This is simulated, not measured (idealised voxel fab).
Process module heading - voxel released beams
Square cell edge 5 nm, section width 145 nm, ID cut.
For the purposes of this document, a cross-section shall be understood as a grid of square cells, specified as bands listed in top-to-bottom order, each band consisting of one or more rows of cells. Band: top height; bottom height; in nm. Then, left to right: material with width in nm, for each material. "throughout": a single material spanning edge to edge. "blank": empty space. Basically, 0 is our baseline, since under it the wafer straight out of the box is all one material. The bottom band has no lower end and keeps on going down, so it looks like "z 0 and below". It should be noted that a width expressed as "30 to 40" varies in equal increments from row to row of cells within the band, taking the value of the first number at the top row and that of the second number at the bottom row. Take "no alteration" at face value: in the step it is given for, the cross-section changed in none of its cells. Under "Voids, sealed" you'll find the enclosed gaps, the ones with no way out to the top, that are 8 cells or bigger; each reads width x height at distance, with distance counted from the left edge, everything in nm. Anything after a step's settings on that line? It's the simulator's own note about the step. A step's line can hold "overlay nm"; with a mask on that step, the setting says how far right of the planned place the mask lay, while a negative setting says it lay to the left.
# Steps in the process plan
1 RECEIVE, material Si
2 CONFORMAL_DEP, material Al2O3, thk nm 5
3 DIRECTIONAL_DEP, material SiO2, thk nm 15
4 DIRECTIONAL_DEP, material aC, thk nm 10
5 PATTERN, tone open, mask id ANCHOR, material resist, width nm 30, thk nm 30, overlay nm 0
6 DIRECTIONAL_ETCH, etch materials aC, depth nm 10
7 STRIP, etch materials resist
8 DIRECTIONAL_ETCH, etch materials SiO2, depth nm 15
9 STRIP, etch materials aC
10 CONFORMAL_DEP, material SiN, thk nm 10
11 DIRECTIONAL_DEP, material aC, thk nm 15
12 PATTERN, tone cover, mask id BEAM, material resist, width nm 90, thk nm 35, overlay nm 0
13 DIRECTIONAL_ETCH, etch materials aC, depth nm 15
14 STRIP, etch materials resist
15 DIRECTIONAL_ETCH, etch materials SiN, depth nm 10
16 STRIP, etch materials aC
17 STRIP, etch materials SiO2
# First of two wafers, with the run carried out as planned
# Wafer at receipt (post step 1), cross-section
* z 0 and below  Si throughout
* Voids, sealed: none
# How the wafer stands in section after step 2
* z 5 to 0  Al2O3 throughout
* All layers under 0 are left as they were.
# How the wafer stands in section after step 3
* z 20 to 5  SiO2 throughout
* All layers under 5 are left as they were.
# How the wafer stands in section after step 4
* z 30 to 20  aC throughout
* All layers under 20 are left as they were.
# How the wafer stands in section after step 5
* z 60 to 30  resist 30 nm; blank 30 nm; resist 85 nm
* All layers under 30 are left as they were.
# How the wafer stands in section after step 6
* z 50 to 30  resist 30 nm; blank 30 nm; resist 85 nm
* z 30 to 20  aC 30 nm; blank 30 nm; aC 85 nm
* All layers under 20 are left as they were.
# How the wafer stands in section after step 7
* z 30 to 20  aC 30 nm; blank 30 nm; aC 85 nm
* All layers under 20 are left as they were.
# How the wafer stands in section after step 8
* z 30 to 20  aC 30 nm; blank 30 nm; aC 85 nm
* z 20 to 5  SiO2 30 nm; blank 30 nm; SiO2 85 nm
* All layers under 5 are left as they were.
# How the wafer stands in section after step 9
* z 20 to 5  SiO2 30 nm; blank 30 nm; SiO2 85 nm
* All layers under 5 are left as they were.
# How the wafer stands in section after step 10
* z 30 to 20  SiN 40 nm; blank 10 nm; SiN 95 nm
* z 20 to 15  SiO2 30 nm; SiN 10 nm; blank 10 nm; SiN 10 nm; SiO2 85 nm
* z 15 to 5  SiO2 30 nm; SiN 30 nm; SiO2 85 nm
* All layers under 5 are left as they were.
# How the wafer stands in section after step 11
* z 45 to 30  aC 40 nm; blank 10 nm; aC 95 nm
* z 30 to 20  SiN 40 nm; aC 10 nm; SiN 95 nm
* z 20 to 15  SiO2 30 nm; SiN 10 nm; aC 10 nm; SiN 10 nm; SiO2 85 nm
* All layers under 15 are left as they were.
# How the wafer stands in section after step 12
* z 80 to 45  blank 25 nm; resist 90 nm; blank 30 nm
* z 45 to 30  aC 40 nm; resist 10 nm; aC 95 nm
* All layers under 30 are left as they were.
# How the wafer stands in section after step 13
* z 65 to 45  blank 25 nm; resist 90 nm; blank 30 nm
* z 45 to 30  blank 25 nm; aC 15 nm; resist 10 nm; aC 65 nm; blank 30 nm
* All layers under 30 are left as they were.
# How the wafer stands in section after step 14
* z 45 to 30  blank 25 nm; aC 15 nm; blank 10 nm; aC 65 nm; blank 30 nm
* All layers under 30 are left as they were.
# How the wafer stands in section after step 15
* z 45 to 30  blank 25 nm; aC 15 nm; blank 10 nm; aC 65 nm; blank 30 nm
* z 30 to 20  blank 25 nm; SiN 15 nm; aC 10 nm; SiN 65 nm; blank 30 nm
* All layers under 20 are left as they were.
# How the wafer stands in section after step 16
* z 30 to 20  blank 25 nm; SiN 15 nm; blank 10 nm; SiN 65 nm; blank 30 nm
* z 20 to 15  SiO2 30 nm; SiN 10 nm; blank 10 nm; SiN 10 nm; SiO2 85 nm
* All layers under 15 are left as they were.
# How the wafer stands in section after step 17
* z 30 to 20  blank 25 nm; SiN 15 nm; blank 10 nm; SiN 65 nm; blank 30 nm
* z 20 to 15  blank 30 nm; SiN 10 nm; blank 10 nm; SiN 10 nm; blank 85 nm
* z 15 to 5  blank 30 nm; SiN 30 nm; blank 85 nm
* All layers under 5 are left as they were.
# Second wafer. Start and plan as for the first. One mistake made in running. Agrees with the first up to and including step 1
Cross-section, second wafer, at the end time the plan gives for step 2: no alteration
# Cross-section, second wafer, at the end time the plan gives for step 3
* z 15 to 0  SiO2 throughout
* All layers under 0 are left as they were.
# Cross-section, second wafer, at the end time the plan gives for step 4
* z 25 to 15  aC throughout
* All layers under 15 are left as they were.
# Cross-section, second wafer, at the end time the plan gives for step 5
* z 55 to 25  resist 30 nm; blank 30 nm; resist 85 nm
* All layers under 25 are left as they were.
# Cross-section, second wafer, at the end time the plan gives for step 6
* z 45 to 25  resist 30 nm; blank 30 nm; resist 85 nm
* z 25 to 15  aC 30 nm; blank 30 nm; aC 85 nm
* All layers under 15 are left as they were.
# Cross-section, second wafer, at the end time the plan gives for step 7
* z 25 to 15  aC 30 nm; blank 30 nm; aC 85 nm
* All layers under 15 are left as they were.
# Cross-section, second wafer, at the end time the plan gives for step 8
* z 25 to 15  aC 30 nm; blank 30 nm; aC 85 nm
* z 15 to 0  SiO2 30 nm; blank 30 nm; SiO2 85 nm
* All layers under 0 are left as they were.
# Cross-section, second wafer, at the end time the plan gives for step 9
* z 15 to 0  SiO2 30 nm; blank 30 nm; SiO2 85 nm
* All layers under 0 are left as they were.
# Cross-section, second wafer, at the end time the plan gives for step 10
* z 25 to 15  SiN 40 nm; blank 10 nm; SiN 95 nm
* z 15 to 10  SiO2 30 nm; SiN 10 nm; blank 10 nm; SiN 10 nm; SiO2 85 nm
* z 10 to 0  SiO2 30 nm; SiN 30 nm; SiO2 85 nm
* All layers under 0 are left as they were.
# Cross-section, second wafer, at the end time the plan gives for step 11
* z 40 to 25  aC 40 nm; blank 10 nm; aC 95 nm
* z 25 to 15  SiN 40 nm; aC 10 nm; SiN 95 nm
* z 15 to 10  SiO2 30 nm; SiN 10 nm; aC 10 nm; SiN 10 nm; SiO2 85 nm
* All layers under 10 are left as they were.
# Cross-section, second wafer, at the end time the plan gives for step 12
* z 75 to 40  blank 25 nm; resist 90 nm; blank 30 nm
* z 40 to 25  aC 40 nm; resist 10 nm; aC 95 nm
* All layers under 25 are left as they were.
# Cross-section, second wafer, at the end time the plan gives for step 13
* z 60 to 40  blank 25 nm; resist 90 nm; blank 30 nm
* z 40 to 25  blank 25 nm; aC 15 nm; resist 10 nm; aC 65 nm; blank 30 nm
* All layers under 25 are left as they were.
# Cross-section, second wafer, at the end time the plan gives for step 14
* z 40 to 25  blank 25 nm; aC 15 nm; blank 10 nm; aC 65 nm; blank 30 nm
* All layers under 25 are left as they were.
# Cross-section, second wafer, at the end time the plan gives for step 15
* z 40 to 25  blank 25 nm; aC 15 nm; blank 10 nm; aC 65 nm; blank 30 nm
* z 25 to 15  blank 25 nm; SiN 15 nm; aC 10 nm; SiN 65 nm; blank 30 nm
* All layers under 15 are left as they were.
# Cross-section, second wafer, at the end time the plan gives for step 16
* z 25 to 15  blank 25 nm; SiN 15 nm; blank 10 nm; SiN 65 nm; blank 30 nm
* z 15 to 10  SiO2 30 nm; SiN 10 nm; blank 10 nm; SiN 10 nm; SiO2 85 nm
* All layers under 10 are left as they were.
# Cross-section, second wafer, at the end time the plan gives for step 17
* z 25 to 15  blank 25 nm; SiN 15 nm; blank 10 nm; SiN 65 nm; blank 30 nm
* z 15 to 10  blank 30 nm; SiN 10 nm; blank 10 nm; SiN 10 nm; blank 85 nm
* z 10 to 0  blank 30 nm; SiN 30 nm; blank 85 nm
* All layers under 0 are left as they were.
Deviation noted in wafer processing: step 2 of the plan was jumped over and never run
Wrapping up, a cell-based count of both wafers puts the second over or under the first for these materials: Al2O3: 29 fewer
